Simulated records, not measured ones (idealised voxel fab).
This is a process module. Its name is voxel gate over fins.
Pictured: cross-section cut, 175 nm wide, on a grid of 5 nm square cells.
Throughout this document, each cross-section is represented as a grid of square cells and is presented as a sequence of bands enumerated from the top downward, where a band comprises one or more rows of cells. In this notation a band is specified by the heights of its top and bottom, in that order and in nm, after which its materials appear from left to right, each paired with its width in nm. The word "throughout" attached to a single material means that material fills the band from edge to edge; the word "blank" stands for empty space. Measure heights from 0. That's the level where, below it, the as-received wafer is all one material. The lowest band is bottomless and extends downward; write it as in "0..down". A two-number width, for instance "30->40", indicates that the width is equal to the first number in the top row of the band and to the second number in the bottom row, and that it changes by a constant amount per row of cells. "nothing changed" (step): cross-section cells unchanged, all of them. Reported under the label "Sealed cavities" are the empty spaces having no open way to the top and comprising 8 cells or more; the notation for each is width x height at distance, in which the distance is measured from the left edge and all three values are in nm. Formally, on a step line, whatever follows the settings is a remark that the simulator itself makes on the step. "overlay nm" denotes, for a step that has a mask, the displacement of the mask to the right of its planned place, with negative values corresponding to the left.
The process steps that were planned are listed below:
1. RECEIVE with material Si
2. CONFORMAL_DEP with material SiN, thk nm 10
3. MASKED_ETCH with tone cover, mask id FINS, width nm 15, pitch nm 45, etch materials SiN, depth nm 10, overlay nm 0
4. MASKED_ETCH with tone cover, mask id FINS, width nm 15, pitch nm 45, etch materials Si, depth nm 30, overlay nm 0
5. OXIDIZE with depth nm 5
6. FILL_DEP with material SiO2, thk nm 5
7. CMP with height nm 10
8. SELECTIVE_ETCH with etch materials SiO2, depth nm 20
9. STRIP with etch materials SiN
10. CONFORMAL_DEP with material HfO2, thk nm 5
11. CONFORMAL_DEP with material TiN, thk nm 5
12. CONFORMAL_DEP with material TiAl, thk nm 5
13. CONFORMAL_DEP with material TiN, thk nm 5
14. FILL_DEP with material W, thk nm 10
15. CMP with height nm 25
16. CONFORMAL_DEP with material SiCN, thk nm 5
Below: the first of two wafers, run as planned:
Shown in cross-section is the wafer as received, that is, as it stands after step 1:
  0..down  Si throughout
  Sealed cavities: none
The wafer in cross-section once step 2 is complete:
  10..0  SiN throughout
  Below 0 it's all the same as before, nothing changed down there.
The wafer in cross-section once step 3 is complete:
  10..0  35 nm blank, then 15 nm SiN, then 30 nm blank, then 15 nm SiN, then 30 nm blank, then 15 nm SiN, then 35 nm blank
  Below 0 it's all the same as before, nothing changed down there.
The wafer in cross-section once step 4 is complete:
  10..0  35 nm blank, then 15 nm SiN, then 30 nm blank, then 15 nm SiN, then 30 nm blank, then 15 nm SiN, then 35 nm blank
  0..-30  35 nm blank, then 15 nm Si, then 30 nm blank, then 15 nm Si, then 30 nm blank, then 15 nm Si, then 35 nm blank
  Below -30 it's all the same as before, nothing changed down there.
The wafer in cross-section once step 5 is complete:
  10..0  35 nm blank, then 15 nm SiN, then 30 nm blank, then 15 nm SiN, then 30 nm blank, then 15 nm SiN, then 35 nm blank
  0..-30  35 nm blank, then 5 nm SiO2, then 5 nm Si, then 5 nm SiO2, then 30 nm blank, then 5 nm SiO2, then 5 nm Si, then 5 nm SiO2, then 30 nm blank, then 5 nm SiO2, then 5 nm Si, then 5 nm SiO2, then 35 nm blank
  -30..-35  40 nm SiO2, then 5 nm Si, then 40 nm SiO2, then 5 nm Si, then 40 nm SiO2, then 5 nm Si, then 40 nm SiO2
  Below -35 it's all the same as before, nothing changed down there.
The wafer in cross-section once step 6 is complete:
  15..10  SiO2 throughout
  10..0  35 nm SiO2, then 15 nm SiN, then 30 nm SiO2, then 15 nm SiN, then 30 nm SiO2, then 15 nm SiN, then 35 nm SiO2
  0..-35  40 nm SiO2, then 5 nm Si, then 40 nm SiO2, then 5 nm Si, then 40 nm SiO2, then 5 nm Si, then 40 nm SiO2
  Below -35 it's all the same as before, nothing changed down there.
The wafer in cross-section once step 7 is complete:
  10..0  35 nm SiO2, then 15 nm SiN, then 30 nm SiO2, then 15 nm SiN, then 30 nm SiO2, then 15 nm SiN, then 35 nm SiO2
  Below 0 it's all the same as before, nothing changed down there.
The wafer in cross-section once step 8 is complete:
  10..0  35 nm blank, then 15 nm SiN, then 30 nm blank, then 15 nm SiN, then 30 nm blank, then 15 nm SiN, then 35 nm blank
  0..-10  40 nm blank, then 5 nm Si, then 40 nm blank, then 5 nm Si, then 40 nm blank, then 5 nm Si, then 40 nm blank
  Below -10 it's all the same as before, nothing changed down there.
The wafer in cross-section once step 9 is complete:
  0..-10  40 nm blank, then 5 nm Si, then 40 nm blank, then 5 nm Si, then 40 nm blank, then 5 nm Si, then 40 nm blank
  Below -10 it's all the same as before, nothing changed down there.
The wafer in cross-section once step 10 is complete:
  5..0  35 nm blank, then 15 nm HfO2, then 30 nm blank, then 15 nm HfO2, then 30 nm blank, then 15 nm HfO2, then 35 nm blank
  0..-5  35 nm blank, then 5 nm HfO2, then 5 nm Si, then 5 nm HfO2, then 30 nm blank, then 5 nm HfO2, then 5 nm Si, then 5 nm HfO2, then 30 nm blank, then 5 nm HfO2, then 5 nm Si, then 5 nm HfO2, then 35 nm blank
  -5..-10  40 nm HfO2, then 5 nm Si, then 40 nm HfO2, then 5 nm Si, then 40 nm HfO2, then 5 nm Si, then 40 nm HfO2
  Below -10 it's all the same as before, nothing changed down there.
The wafer in cross-section once step 11 is complete:
  10..5  30 nm blank, then 25 nm TiN, then 20 nm blank, then 25 nm TiN, then 20 nm blank, then 25 nm TiN, then 30 nm blank
  5..0  30 nm blank, then 5 nm TiN, then 15 nm HfO2, then 5 nm TiN, then 20 nm blank, then 5 nm TiN, then 15 nm HfO2, then 5 nm TiN, then 20 nm blank, then 5 nm TiN, then 15 nm HfO2, then 5 nm TiN, then 30 nm blank
  0..-5  35 nm TiN, then 5 nm HfO2, then 5 nm Si, then 5 nm HfO2, then 30 nm TiN, then 5 nm HfO2, then 5 nm Si, then 5 nm HfO2, then 30 nm TiN, then 5 nm HfO2, then 5 nm Si, then 5 nm HfO2, then 35 nm TiN
  Below -5 it's all the same as before, nothing changed down there.
The wafer in cross-section once step 12 is complete:
  15..10  25 nm blank, then 35 nm TiAl, then 10 nm blank, then 35 nm TiAl, then 10 nm blank, then 35 nm TiAl, then 25 nm blank
  10..5  25 nm blank, then 5 nm TiAl, then 25 nm TiN, then 5 nm TiAl, then 10 nm blank, then 5 nm TiAl, then 25 nm TiN, then 5 nm TiAl, then 10 nm blank, then 5 nm TiAl, then 25 nm TiN, then 5 nm TiAl, then 25 nm blank
  5..0  30 nm TiAl, then 5 nm TiN, then 15 nm HfO2, then 5 nm TiN, then 20 nm TiAl, then 5 nm TiN, then 15 nm HfO2, then 5 nm TiN, then 20 nm TiAl, then 5 nm TiN, then 15 nm HfO2, then 5 nm TiN, then 30 nm TiAl
  Below 0 it's all the same as before, nothing changed down there.
The wafer in cross-section once step 13 is complete:
  20..15  20 nm blank, then 135 nm TiN, then 20 nm blank
  15..10  20 nm blank, then 5 nm TiN, then 35 nm TiAl, then 10 nm TiN, then 35 nm TiAl, then 10 nm TiN, then 35 nm TiAl, then 5 nm TiN, then 20 nm blank
  10..5  25 nm TiN, then 5 nm TiAl, then 25 nm TiN, then 5 nm TiAl, then 10 nm TiN, then 5 nm TiAl, then 25 nm TiN, then 5 nm TiAl, then 10 nm TiN, then 5 nm TiAl, then 25 nm TiN, then 5 nm TiAl, then 25 nm TiN
  Below 5 it's all the same as before, nothing changed down there.
The wafer in cross-section once step 14 is complete:
  30..20  W throughout
  20..15  20 nm W, then 135 nm TiN, then 20 nm W
  15..10  20 nm W, then 5 nm TiN, then 35 nm TiAl, then 10 nm TiN, then 35 nm TiAl, then 10 nm TiN, then 35 nm TiAl, then 5 nm TiN, then 20 nm W
  Below 10 it's all the same as before, nothing changed down there.
The wafer in cross-section once step 15 is complete:
  25..20  W throughout
  Below 20 it's all the same as before, nothing changed down there.
The wafer in cross-section once step 16 is complete:
  30..25  SiCN throughout
  Below 25 it's all the same as before, nothing changed down there.
Second wafer, same starting conditions and recipe as the first, one mistake in executing it, nothing differs from the first up to and including step 7:
What the second wafer looks like in cross-section when step 8 should have wrapped up:
  10..0  35 nm blank, then 15 nm SiN, then 30 nm blank, then 15 nm SiN, then 30 nm blank, then 15 nm SiN, then 35 nm blank
  Below 0 it's all the same as before, nothing changed down there.
What the second wafer looks like in cross-section when step 9 should have wrapped up:
  0..-35  40 nm SiO2, then 5 nm Si, then 40 nm SiO2, then 5 nm Si, then 40 nm SiO2, then 5 nm Si, then 40 nm SiO2
  Below -35 it's all the same as before, nothing changed down there.
What the second wafer looks like in cross-section when step 10 should have wrapped up:
  5..0  HfO2 throughout
  Below 0 it's all the same as before, nothing changed down there.
What the second wafer looks like in cross-section when step 11 should have wrapped up:
  10..5  TiN throughout
  Below 5 it's all the same as before, nothing changed down there.
What the second wafer looks like in cross-section when step 12 should have wrapped up:
  15..10  TiAl throughout
  Below 10 it's all the same as before, nothing changed down there.
What the second wafer looks like in cross-section when step 13 should have wrapped up:
  20..15  TiN throughout
  Below 15 it's all the same as before, nothing changed down there.
What the second wafer looks like in cross-section when step 14 should have wrapped up:
  30..20  W throughout
  Below 20 it's all the same as before, nothing changed down there.
What the second wafer looks like in cross-section when step 15 should have wrapped up:
  25..20  W throughout
  Below 20 it's all the same as before, nothing changed down there.
What the second wafer looks like in cross-section when step 16 should have wrapped up:
  30..25  SiCN throughout
  Below 25 it's all the same as before, nothing changed down there.
Run error: step 8 was processed under conditions differing from the plan, specifically as SELECTIVE_ETCH with etch materials SiO2, depth nm 10
End check, counted in cells, second wafer has more or fewer of these materials than the first: 12 fewer of HfO2 | 64 more of SiO2 | 12 fewer of TiAl | 24 fewer of TiN | 16 fewer of W
